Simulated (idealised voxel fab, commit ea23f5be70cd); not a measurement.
Process module under the name voxel transistor to metal
Section cut is 170 nm wide and gridded with 5 nm square cells.
We lay out every cross-section as a grid of square cells and spell it out in bands from the top down, where one band means one or more rows of cells.
Look at the band entry: it leads with the top's height and the bottom's height in nm. Then it lists the materials left to right, with a width in nm for each. The word "edge to edge" on a single material says that material fills the band edge to edge. The word "air" is empty space.
Ref level 0: as-received wafer is one material below here. Bottom band extends down with no lower bound ("0..down").
Quick explanation for "30->40": the width changes in equal steps down the rows of cells, from the first number in the band's top row to the second number in its bottom row.
"identical to before", as given for a step, is the statement that not any cell of the cross-section underwent a change during that step.
Sealed void listing: empty space of 8 cells or more with no open way to the top, each as width x height at its distance from the left edge, in nm
Whatever follows a step's settings on its line is a remark the simulator itself makes about that step.
Among the settings permitted on a step's line is "overlay nm"; applied to a step with a mask, it specifies the extent to which the mask lay to the right of its planned position, whereas a negative figure signifies a position to the left.

Listed below are the process steps as planned:
1: RECEIVE with material Si
2: CONFORMAL_DEP with material SiO2, thk nm 5
3: CONFORMAL_DEP with material SiN, thk nm 15
4: DIRECTIONAL_DEP with material aC, thk nm 10
5: PATTERN with tone cover, mask id ACTIVE, material resist, width nm 130, thk nm 30, overlay nm 0
6: DIRECTIONAL_ETCH with etch materials aC, depth nm 10
7: STRIP with etch materials resist
8: DIRECTIONAL_ETCH with etch materials SiN, depth nm 15
9: DIRECTIONAL_ETCH with etch materials SiO2, depth nm 5
10: DIRECTIONAL_ETCH with etch materials Si, depth nm 30
11: STRIP with etch materials aC
12: OXIDIZE with depth nm 5
13: FILL_DEP with material SiO2, thk nm 5
14: CMP with height nm 20
15: SELECTIVE_ETCH with etch materials SiO2, depth nm 5
16: STRIP with etch materials SiN
17: SELECTIVE_ETCH with etch materials SiO2, depth nm 5
18: OXIDIZE with depth nm 5
19: DIRECTIONAL_DEP with material polySi, thk nm 30
20: DIRECTIONAL_DEP with material SiCN, thk nm 10
21: MASKED_ETCH with tone cover, mask id GATE, width nm 30, etch materials SiCN, depth nm 20, overlay nm 0
22: MASKED_ETCH with tone cover, mask id GATE, width nm 30, etch materials polySi, depth nm 40, overlay nm 0
23: CONFORMAL_DEP with material SiO2, thk nm 5
24: DIRECTIONAL_ETCH with etch materials SiO2, depth nm 5
25: CONFORMAL_DEP with material SiN, thk nm 10
26: DIRECTIONAL_ETCH with etch materials SiN, depth nm 10
27: DIRECTIONAL_ETCH with etch materials SiO2, depth nm 5
28: EPI with material pSi, thk nm 5
29: FILL_DEP with material SiO2, thk nm 10
30: CMP with height nm 30
31: STRIP with etch materials polySi
32: SELECTIVE_ETCH with etch materials SiO2, depth nm 5
33: CONFORMAL_DEP with material HfO2, thk nm 5
34: CONFORMAL_DEP with material TiN, thk nm 5
35: FILL_DEP with material W, thk nm 10
36: CMP with height nm 25
37: DIRECTIONAL_DEP with material SiO2, thk nm 15
38: MASKED_ETCH with tone open, mask id CONTACT, width nm 20, pitch nm 90, etch materials SiO2, depth nm 40, overlay nm 0
39: CONFORMAL_DEP with material TiN, thk nm 5
40: FILL_DEP with material Ru, thk nm 5
41: CMP with height nm 40
42: CONFORMAL_DEP with material SiN, thk nm 5
43: DIRECTIONAL_DEP with material lowk, thk nm 15
44: PATTERN with tone open, mask id METAL_1, material resist, width nm 20, pitch nm 90, thk nm 20, overlay nm 0
45: DIRECTIONAL_ETCH with etch materials lowk, depth nm 15
46: DIRECTIONAL_ETCH with etch materials SiN, depth nm 5
47: STRIP with etch materials resist
48: CONFORMAL_DEP with material TiN, thk nm 5
49: FILL_DEP with material Cu, thk nm 5
50: CMP with height nm 60
51: CONFORMAL_DEP with material SiCN, thk nm 5
52: DIRECTIONAL_DEP with material SiO2, thk nm 30
53: PATTERN with tone open, mask id METAL_2, material resist, width nm 20, pitch nm 90, thk nm 20, overlay nm 0
54: DIRECTIONAL_ETCH with etch materials SiO2, depth nm 20
55: STRIP with etch materials resist
56: DIRECTIONAL_DEP with material aC, thk nm 10
57: PATTERN with tone open, mask id METAL_2_HOLES, material resist, width nm 15, pitch nm 90, thk nm 30, overlay nm 0
58: DIRECTIONAL_ETCH with etch materials aC, depth nm 10
59: STRIP with etch materials resist
60: DIRECTIONAL_ETCH with etch materials SiO2, depth nm 10
61: DIRECTIONAL_ETCH with etch materials SiCN, depth nm 5
62: STRIP with etch materials aC
63: CONFORMAL_DEP with material TiN, thk nm 5
64: FILL_DEP with material Cu, thk nm 10
65: CMP with height nm 95
66: CONFORMAL_DEP with material SiCN, thk nm 5

Cross-section, incoming material, after step 1:
> 0..down = Si edge to edge
> Sealed void listing: none

First of two wafers: cross-section at end of module, run per plan:
> 100..95 = SiCN edge to edge
> 95..80 = SiO2 30 nm, then TiN 5 nm, then Cu 10 nm, then TiN 5 nm, then SiO2 70 nm, then TiN 5 nm, then Cu 10 nm, then TiN 5 nm, then SiO2 30 nm
> 80..75 = SiO2 30 nm, then TiN 5 nm, then Cu 5 nm, then TiN 10 nm, then SiO2 70 nm, then TiN 5 nm, then Cu 5 nm, then TiN 10 nm, then SiO2 30 nm
> 75..65 = SiO2 30 nm, then TiN 5 nm, then Cu 5 nm, then TiN 5 nm, then SiO2 75 nm, then TiN 5 nm, then Cu 5 nm, then TiN 5 nm, then SiO2 35 nm
> 65..60 = SiCN 30 nm, then TiN 15 nm, then SiCN 75 nm, then TiN 15 nm, then SiCN 35 nm
> 60..45 = lowk 30 nm, then TiN 5 nm, then Cu 10 nm, then TiN 5 nm, then lowk 70 nm, then TiN 5 nm, then Cu 10 nm, then TiN 5 nm, then lowk 30 nm
> 45..40 = SiN 30 nm, then TiN 20 nm, then SiN 70 nm, then TiN 20 nm, then SiN 30 nm
> 40..25 = SiO2 30 nm, then TiN 5 nm, then Ru 10 nm, then TiN 5 nm, then SiO2 70 nm, then TiN 5 nm, then Ru 10 nm, then TiN 5 nm, then SiO2 30 nm
> 25..10 = SiO2 30 nm, then TiN 5 nm, then Ru 10 nm, then TiN 5 nm, then SiO2 5 nm, then SiN 10 nm, then HfO2 5 nm, then TiN 5 nm, then W 20 nm, then TiN 5 nm, then HfO2 5 nm, then SiN 10 nm, then SiO2 5 nm, then TiN 5 nm, then Ru 10 nm, then TiN 5 nm, then SiO2 30 nm
> 10..5 = SiO2 20 nm, then SiN 10 nm, then TiN 5 nm, then Ru 10 nm, then TiN 5 nm, then SiO2 5 nm, then SiN 10 nm, then HfO2 5 nm, then TiN 5 nm, then W 20 nm, then TiN 5 nm, then HfO2 5 nm, then SiN 10 nm, then SiO2 5 nm, then TiN 5 nm, then Ru 10 nm, then TiN 5 nm, then SiN 10 nm, then SiO2 20 nm
> 5..0 = SiO2 20 nm, then SiN 10 nm, then TiN 20 nm, then SiO2 5 nm, then SiN 10 nm, then HfO2 5 nm, then TiN 30 nm, then HfO2 5 nm, then SiN 10 nm, then SiO2 5 nm, then TiN 20 nm, then SiN 10 nm, then SiO2 20 nm
> 0..-5 = SiO2 30 nm, then pSi 25 nm, then SiO2 10 nm, then HfO2 40 nm, then SiO2 10 nm, then pSi 25 nm, then SiO2 30 nm
> -5..-35 = SiO2 25 nm, then Si 120 nm, then SiO2 25 nm
> -35..down = Si edge to edge
> Sealed void listing: none

Cross-section, second wafer: same start as the first, same plan as the first, one mistake in running it; taken at the end of the module:
> 100..95 = SiCN edge to edge
> 95..80 = SiO2 30 nm, then TiN 5 nm, then Cu 10 nm, then TiN 5 nm, then SiO2 70 nm, then TiN 5 nm, then Cu 10 nm, then TiN 5 nm, then SiO2 30 nm
> 80..75 = SiO2 30 nm, then TiN 5 nm, then Cu 5 nm, then TiN 10 nm, then SiO2 70 nm, then TiN 5 nm, then Cu 5 nm, then TiN 10 nm, then SiO2 30 nm
> 75..65 = SiO2 30 nm, then TiN 5 nm, then Cu 5 nm, then TiN 5 nm, then SiO2 75 nm, then TiN 5 nm, then Cu 5 nm, then TiN 5 nm, then SiO2 35 nm
> 65..60 = SiCN 30 nm, then TiN 15 nm, then SiCN 75 nm, then TiN 15 nm, then SiCN 35 nm
> 60..45 = lowk 35 nm, then TiN 5 nm, then Cu 5 nm, then TiN 5 nm, then lowk 75 nm, then TiN 5 nm, then Cu 5 nm, then TiN 5 nm, then lowk 30 nm
> 45..40 = SiN 35 nm, then TiN 15 nm, then SiN 75 nm, then TiN 15 nm, then SiN 30 nm
> 40..25 = SiO2 30 nm, then TiN 5 nm, then Ru 10 nm, then TiN 5 nm, then SiO2 70 nm, then TiN 5 nm, then Ru 10 nm, then TiN 5 nm, then SiO2 30 nm
> 25..10 = SiO2 30 nm, then TiN 5 nm, then Ru 10 nm, then TiN 5 nm, then SiO2 5 nm, then SiN 10 nm, then HfO2 5 nm, then TiN 5 nm, then W 20 nm, then TiN 5 nm, then HfO2 5 nm, then SiN 10 nm, then SiO2 5 nm, then TiN 5 nm, then Ru 10 nm, then TiN 5 nm, then SiO2 30 nm
> 10..5 = SiO2 20 nm, then SiN 10 nm, then TiN 5 nm, then Ru 10 nm, then TiN 5 nm, then SiO2 5 nm, then SiN 10 nm, then HfO2 5 nm, then TiN 5 nm, then W 20 nm, then TiN 5 nm, then HfO2 5 nm, then SiN 10 nm, then SiO2 5 nm, then TiN 5 nm, then Ru 10 nm, then TiN 5 nm, then SiN 10 nm, then SiO2 20 nm
> 5..0 = SiO2 20 nm, then SiN 10 nm, then TiN 20 nm, then SiO2 5 nm, then SiN 10 nm, then HfO2 5 nm, then TiN 30 nm, then HfO2 5 nm, then SiN 10 nm, then SiO2 5 nm, then TiN 20 nm, then SiN 10 nm, then SiO2 20 nm
> 0..-5 = SiO2 30 nm, then pSi 25 nm, then SiO2 10 nm, then HfO2 40 nm, then SiO2 10 nm, then pSi 25 nm, then SiO2 30 nm
> -5..-35 = SiO2 25 nm, then Si 120 nm, then SiO2 25 nm
> -35..down = Si edge to edge
> Sealed void listing: none
Finding, execution versus plan: step 44 ran as: PATTERN with tone open, mask id METAL_1, material resist, width nm 15, pitch nm 90, thk nm 20, overlay nm 0
The final cell counts differ between the wafers, with the second having more or fewer of some materials than the first: Cu -6 | SiN +2 | TiN -2 | lowk +6
